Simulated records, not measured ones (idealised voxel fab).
The process module presented herein is designated voxel transistor to metal.
Square cell edge 5 nm, section width 185 nm, ID cut.
Just so we're on the same page, the cross-sections are grids of square cells, and they're listed out in bands top to bottom, each band one or more rows deep.
For a band, the entry starts with two heights in nm, that of the top and then that of the bottom, and carries on with the band's materials in order from left to right, each alongside its width in nm; the word "everywhere" beside a single material means it fills the band edge to edge, and "blank" means empty space.
Note: height 0 marks the level under which the wafer is uniformly one material as received. Lowest band unbounded below, written "0 -> down".
You'd read "30 to 40" like this: the band's top row of cells is as wide as the first number, its bottom row is as wide as the second, and going down, every row changes width by the same amount as the row before did.
Where a step carries "no modifications", the cross-section came out of it unchanged, cell for cell.
"Unvented cavities": empty spaces of 8 cells or more with no open way to the top, each given as width x height at distance, distance from the left edge, all in nm.
Where a step's line continues beyond its settings, the continuation is a remark by the simulator itself on that step.
overlay nm: mask right of planned place by this much (step with mask). Neg. = left.

[This section lists the process steps that were planned]
| 1 | RECEIVE [material Si] |
| 2 | CONFORMAL_DEP [material SiO2] [thk nm 5] |
| 3 | CONFORMAL_DEP [material SiN] [thk nm 15] |
| 4 | DIRECTIONAL_DEP [material aC] [thk nm 10] |
| 5 | PATTERN [tone cover] [mask id ACTIVE] [material resist] [width nm 105] [thk nm 25] [overlay nm 0] |
| 6 | DIRECTIONAL_ETCH [etch materials aC] [depth nm 10] |
| 7 | STRIP [etch materials resist] |
| 8 | DIRECTIONAL_ETCH [etch materials SiN] [depth nm 15] |
| 9 | DIRECTIONAL_ETCH [etch materials SiO2] [depth nm 5] |
| 10 | DIRECTIONAL_ETCH [etch materials Si] [depth nm 35] |
| 11 | STRIP [etch materials aC] |
| 12 | OXIDIZE [depth nm 5] |
| 13 | FILL_DEP [material SiO2] [thk nm 5] |
| 14 | CMP [height nm 20] |
| 15 | SELECTIVE_ETCH [etch materials SiO2] [depth nm 10] |
| 16 | STRIP [etch materials SiN] |
| 17 | SELECTIVE_ETCH [etch materials SiO2] [depth nm 5] |
| 18 | OXIDIZE [depth nm 5] |
| 19 | DIRECTIONAL_DEP [material polySi] [thk nm 25] |
| 20 | DIRECTIONAL_DEP [material SiCN] [thk nm 10] |
| 21 | DIRECTIONAL_DEP [material aC] [thk nm 15] |
| 22 | PATTERN [tone cover] [mask id GATE] [material resist] [width nm 35] [thk nm 35] [overlay nm 0] |
| 23 | DIRECTIONAL_ETCH [etch materials aC] [depth nm 15] |
| 24 | STRIP [etch materials resist] |
| 25 | DIRECTIONAL_ETCH [etch materials SiCN] [depth nm 20] |
| 26 | DIRECTIONAL_ETCH [etch materials polySi] [depth nm 35] |
| 27 | STRIP [etch materials aC] |
| 28 | CONFORMAL_DEP [material SiN] [thk nm 10] |
| 29 | DIRECTIONAL_ETCH [etch materials SiN] [depth nm 10] |
| 30 | DIRECTIONAL_ETCH [etch materials SiO2] [depth nm 5] |
| 31 | DIRECTIONAL_ETCH [etch materials Si] [depth nm 5] |
| 32 | EPI [material SiGe] [thk nm 10] |
| 33 | FILL_DEP [material SiO2] [thk nm 5] |
| 34 | CMP [height nm 25] |
| 35 | STRIP [etch materials polySi] |
| 36 | SELECTIVE_ETCH [etch materials SiO2] [depth nm 5] |
| 37 | CONFORMAL_DEP [material HfO2] [thk nm 5] |
| 38 | CONFORMAL_DEP [material TiN] [thk nm 5] |
| 39 | FILL_DEP [material W] [thk nm 5] |
| 40 | CMP [height nm 20] |
| 41 | DIRECTIONAL_DEP [material SiO2] [thk nm 10] |
| 42 | DIRECTIONAL_DEP [material aC] [thk nm 15] |
| 43 | PATTERN [tone open] [mask id CONTACT] [material resist] [width nm 15] [pitch nm 80] [thk nm 30] [overlay nm 0] |
| 44 | DIRECTIONAL_ETCH [etch materials aC] [depth nm 15] |
| 45 | STRIP [etch materials resist] |
| 46 | DIRECTIONAL_ETCH [etch materials SiO2] [depth nm 30] |
| 47 | STRIP [etch materials aC] |
| 48 | CONFORMAL_DEP [material TiN] [thk nm 5] |
| 49 | FILL_DEP [material Ru] [thk nm 5] |
| 50 | CMP [height nm 30] |
| 51 | DIRECTIONAL_DEP [material TiN] [thk nm 5] |
| 52 | DIRECTIONAL_DEP [material W] [thk nm 20] |
| 53 | PATTERN [tone cover] [mask id METAL_1] [material resist] [width nm 15] [pitch nm 80] [thk nm 15] [overlay nm 0] |
| 54 | DIRECTIONAL_ETCH [etch materials W] [depth nm 20] |
| 55 | DIRECTIONAL_ETCH [etch materials TiN] [depth nm 5] |
| 56 | STRIP [etch materials resist] |
| 57 | FILL_DEP [material SiO2] [thk nm 10] |
| 58 | CMP [height nm 55] |
| 59 | CONFORMAL_DEP [material SiCN] [thk nm 5] |
| 60 | DIRECTIONAL_DEP [material lowk] [thk nm 30] |
| 61 | MASKED_ETCH [tone open] [mask id METAL_2] [width nm 15] [pitch nm 80] [etch materials lowk] [depth nm 20] [overlay nm 0] |
| 62 | MASKED_ETCH [tone open] [mask id METAL_2_HOLES] [width nm 15] [pitch nm 80] [etch materials lowk] [depth nm 10] [overlay nm 0] |
| 63 | MASKED_ETCH [tone open] [mask id METAL_2_HOLES] [width nm 15] [pitch nm 80] [etch materials SiCN] [depth nm 5] [overlay nm 0] |
| 64 | CONFORMAL_DEP [material TiN] [thk nm 5] |
| 65 | FILL_DEP [material Cu] [thk nm 10] |
| 66 | CMP [height nm 90] |
| 67 | CONFORMAL_DEP [material SiN] [thk nm 5] |

[Incoming wafer, cross-sectional view, post step 1]
    0 -> down: Si everywhere
    Unvented cavities: none

[Wafer cross-section at end of module: start and plan as shown above, one execution error]
    95 -> 90: SiN everywhere
    90 -> 80: 40 lowk  5 to 10 TiN  15 to 5 Cu  5 to 10 TiN  55 lowk  5 to 10 TiN  15 to 5 Cu  5 to 10 TiN  40 lowk
    80 -> 60: 45 lowk  5 TiN  5 Cu  5 TiN  65 lowk  5 TiN  5 Cu  5 TiN  45 lowk
    60 -> 55: 45 SiCN  15 TiN  65 SiCN  15 TiN  45 SiCN
    55 -> 35: 45 SiO2  15 W  65 SiO2  15 W  45 SiO2
    35 -> 30: 45 SiO2  15 TiN  65 SiO2  15 TiN  45 SiO2
    30 -> 20: 45 SiO2  5 TiN  5 Ru  5 TiN  65 SiO2  5 TiN  5 Ru  5 TiN  45 SiO2
    20 -> 10: 45 SiO2  5 TiN  5 Ru  5 TiN  5 SiO2  10 SiN  5 HfO2  5 TiN  15 W  5 TiN  5 HfO2  10 SiN  5 SiO2  5 TiN  5 Ru  5 TiN  45 SiO2
    10 -> 5: 45 SiO2  15 TiN  5 SiO2  10 SiN  5 HfO2  5 TiN  15 W  5 TiN  5 HfO2  10 SiN  5 SiO2  15 TiN  45 SiO2
    5 -> 0: 35 SiO2  10 SiN  10 TiN  10 SiGe  10 SiN  5 HfO2  25 TiN  5 HfO2  10 SiN  10 SiGe  10 TiN  10 SiN  35 SiO2
    0 -> -5: 45 SiO2  20 SiGe  5 SiO2  45 HfO2  5 SiO2  20 SiGe  45 SiO2
    -5 -> -10: 45 SiO2  20 SiGe  55 Si  20 SiGe  45 SiO2
    -10 -> -40: 45 SiO2  95 Si  45 SiO2
    -40 -> down: Si everywhere
    Unvented cavities: none
It is concluded that the wafer was processed incorrectly with respect to the plan, in that step 62 deviated from plan and actually ran as MASKED_ETCH [tone open] [mask id METAL_2_HOLES] [width nm 25] [pitch nm 80] [etch materials lowk] [depth nm 10] [overlay nm 0]
